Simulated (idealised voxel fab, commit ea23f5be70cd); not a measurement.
The name of this process module is voxel ribs on slabs.
Cross-section cut spans 180 nm and uses square cells 5 nm in size.
Square cells in a grid make up a cross-section in this document, and the grid is given as bands, listed from the top down, each one or more rows of cells. Basically the band line says how high the top is and how high the bottom is, in nm, and then what's in it from left to right, every material with its width in nm. Empty space shows up as "empty", and if a single material carries "all across" it runs the full band edge to edge. A quick word on heights: they are counted from 0, and under that level the wafer as it came to us is one material throughout. The lowest band is different from the rest in having no bottom; it simply continues downward, written as in "0 -> down". Read "30..40" as a graded width: first number on top, second number at the bottom, same change between each pair of neighbouring rows. "identical to before" (step): cross-section cells unchanged, all of them. "Voids, enclosed" enumerates empty spaces isolated from the top, with no open way to it, that contain at least 8 cells, giving each as width x height at distance from the left edge, all three in nm. Whatever follows a step's settings on its line is a remark the simulator itself makes about that step. overlay nm: mask right of planned place by this much (step with mask). Neg. = left.
This section lists the process steps that were planned:
| 1 | RECEIVE with material Si |
| 2 | DIRECTIONAL_DEP with material SiO2, thk nm 25 |
| 3 | DIRECTIONAL_DEP with material polySi, thk nm 15 |
| 4 | DIRECTIONAL_DEP with material aC, thk nm 10 |
| 5 | PATTERN with tone cover, mask id RIB, material resist, width nm 20, thk nm 30, overlay nm 0 |
| 6 | DIRECTIONAL_ETCH with etch materials aC, depth nm 10 |
| 7 | STRIP with etch materials resist |
| 8 | DIRECTIONAL_ETCH with etch materials polySi, depth nm 10 |
| 9 | STRIP with etch materials aC |
| 10 | PATTERN with tone cover, mask id SLAB, material resist, width nm 70, thk nm 15, overlay nm 0 |
| 11 | DIRECTIONAL_ETCH with etch materials polySi, depth nm 5 |
| 12 | STRIP with etch materials resist |
| 13 | FILL_DEP with material SiO2, thk nm 25 |
| 14 | CMP with height nm 55 |
| 15 | DIRECTIONAL_DEP with material TiN, thk nm 10 |
| 16 | PATTERN with tone cover, mask id HEATER, material resist, width nm 30, thk nm 15, overlay nm 0 |
| 17 | DIRECTIONAL_ETCH with etch materials TiN, depth nm 10 |
| 18 | STRIP with etch materials resist |
| 19 | CONFORMAL_DEP with material SiN, thk nm 5 |
The first of the two wafers, which ran as planned:
Cross-section: wafer on arrival = after step 1:
    0 -> down = Si all across
    Voids, enclosed: none
How the wafer stands in section after step 2:
    25 -> 0 = SiO2 all across
    Unchanged below 0.
How the wafer stands in section after step 3:
    40 -> 25 = polySi all across
    Unchanged below 25.
How the wafer stands in section after step 4:
    50 -> 40 = aC all across
    Unchanged below 40.
How the wafer stands in section after step 5:
    80 -> 50 = 80 nm empty | 20 nm resist | 80 nm empty
    Unchanged below 50.
How the wafer stands in section after step 6:
    70 -> 50 = 80 nm empty | 20 nm resist | 80 nm empty
    50 -> 40 = 80 nm empty | 20 nm aC | 80 nm empty
    Unchanged below 40.
How the wafer stands in section after step 7:
    50 -> 40 = 80 nm empty | 20 nm aC | 80 nm empty
    Unchanged below 40.
How the wafer stands in section after step 8:
    50 -> 40 = 80 nm empty | 20 nm aC | 80 nm empty
    40 -> 30 = 80 nm empty | 20 nm polySi | 80 nm empty
    Unchanged below 30.
How the wafer stands in section after step 9:
    40 -> 30 = 80 nm empty | 20 nm polySi | 80 nm empty
    Unchanged below 30.
How the wafer stands in section after step 10:
    55 -> 40 = 55 nm empty | 70 nm resist | 55 nm empty
    40 -> 30 = 55 nm empty | 25 nm resist | 20 nm polySi | 25 nm resist | 55 nm empty
    Unchanged below 30.
How the wafer stands in section after step 11:
    55 -> 40 = 55 nm empty | 70 nm resist | 55 nm empty
    40 -> 30 = 55 nm empty | 25 nm resist | 20 nm polySi | 25 nm resist | 55 nm empty
    30 -> 25 = 55 nm empty | 70 nm polySi | 55 nm empty
    Unchanged below 25.
How the wafer stands in section after step 12:
    40 -> 30 = 80 nm empty | 20 nm polySi | 80 nm empty
    Unchanged below 30.
How the wafer stands in section after step 13:
    65 -> 40 = SiO2 all across
    40 -> 30 = 80 nm SiO2 | 20 nm polySi | 80 nm SiO2
    30 -> 25 = 55 nm SiO2 | 70 nm polySi | 55 nm SiO2
    Unchanged below 25.
How the wafer stands in section after step 14:
    55 -> 40 = SiO2 all across
    Unchanged below 40.
How the wafer stands in section after step 15:
    65 -> 55 = TiN all across
    Unchanged below 55.
How the wafer stands in section after step 16:
    80 -> 65 = 75 nm empty | 30 nm resist | 75 nm empty
    Unchanged below 65.
How the wafer stands in section after step 17:
    80 -> 65 = 75 nm empty | 30 nm resist | 75 nm empty
    65 -> 55 = 75 nm empty | 30 nm TiN | 75 nm empty
    Unchanged below 55.
How the wafer stands in section after step 18:
    65 -> 55 = 75 nm empty | 30 nm TiN | 75 nm empty
    Unchanged below 55.
How the wafer stands in section after step 19:
    70 -> 65 = 70 nm empty | 40 nm SiN | 70 nm empty
    65 -> 60 = 70 nm empty | 5 nm SiN | 30 nm TiN | 5 nm SiN | 70 nm empty
    60 -> 55 = 75 nm SiN | 30 nm TiN | 75 nm SiN
    Unchanged below 55.
For the second wafer, take the first wafer's start and plan, then add one mistake made in running it; everything through step 7, that step included, is shared with the first:
when step 8 should have ended:
    50 -> 40 = 80 nm empty | 20 nm aC | 80 nm empty
    40 -> 35 = 80 nm empty | 20 nm polySi | 80 nm empty
    Unchanged below 35.
when step 9 should have ended:
    40 -> 35 = 80 nm empty | 20 nm polySi | 80 nm empty
    Unchanged below 35.
when step 10 should have ended:
    55 -> 40 = 55 nm empty | 70 nm resist | 55 nm empty
    40 -> 35 = 55 nm empty | 25 nm resist | 20 nm polySi | 25 nm resist | 55 nm empty
    Unchanged below 35.
when step 11 should have ended:
    55 -> 40 = 55 nm empty | 70 nm resist | 55 nm empty
    40 -> 35 = 55 nm empty | 25 nm resist | 20 nm polySi | 25 nm resist | 55 nm empty
    35 -> 30 = 55 nm empty | 70 nm polySi | 55 nm empty
    Unchanged below 30.
when step 12 should have ended:
    40 -> 30 = 80..55 nm empty | 20..70 nm polySi | 80..55 nm empty
    Unchanged below 30.
when step 13 should have ended:
    65 -> 40 = SiO2 all across
    40 -> 30 = 80..55 nm SiO2 | 20..70 nm polySi | 80..55 nm SiO2
    Unchanged below 30.
when step 14 should have ended:
    55 -> 40 = SiO2 all across
    Unchanged below 40.
when step 15 should have ended:
    65 -> 55 = TiN all across
    Unchanged below 55.
when step 16 should have ended:
    80 -> 65 = 75 nm empty | 30 nm resist | 75 nm empty
    Unchanged below 65.
when step 17 should have ended:
    80 -> 65 = 75 nm empty | 30 nm resist | 75 nm empty
    65 -> 55 = 75 nm empty | 30 nm TiN | 75 nm empty
    Unchanged below 55.
when step 18 should have ended:
    65 -> 55 = 75 nm empty | 30 nm TiN | 75 nm empty
    Unchanged below 55.
when step 19 should have ended:
    70 -> 65 = 70 nm empty | 40 nm SiN | 70 nm empty
    65 -> 60 = 70 nm empty | 5 nm SiN | 30 nm TiN | 5 nm SiN | 70 nm empty
    60 -> 55 = 75 nm SiN | 30 nm TiN | 75 nm SiN
    Unchanged below 55.
What was the processing mistake? step 8, actual vs plan mismatch, actual run DIRECTIONAL_ETCH with etch materials polySi, depth nm 5
The second wafer ends with more or fewer cells of some materials than the first, per final count: SiO2: 32 fewer; polySi: 32 more
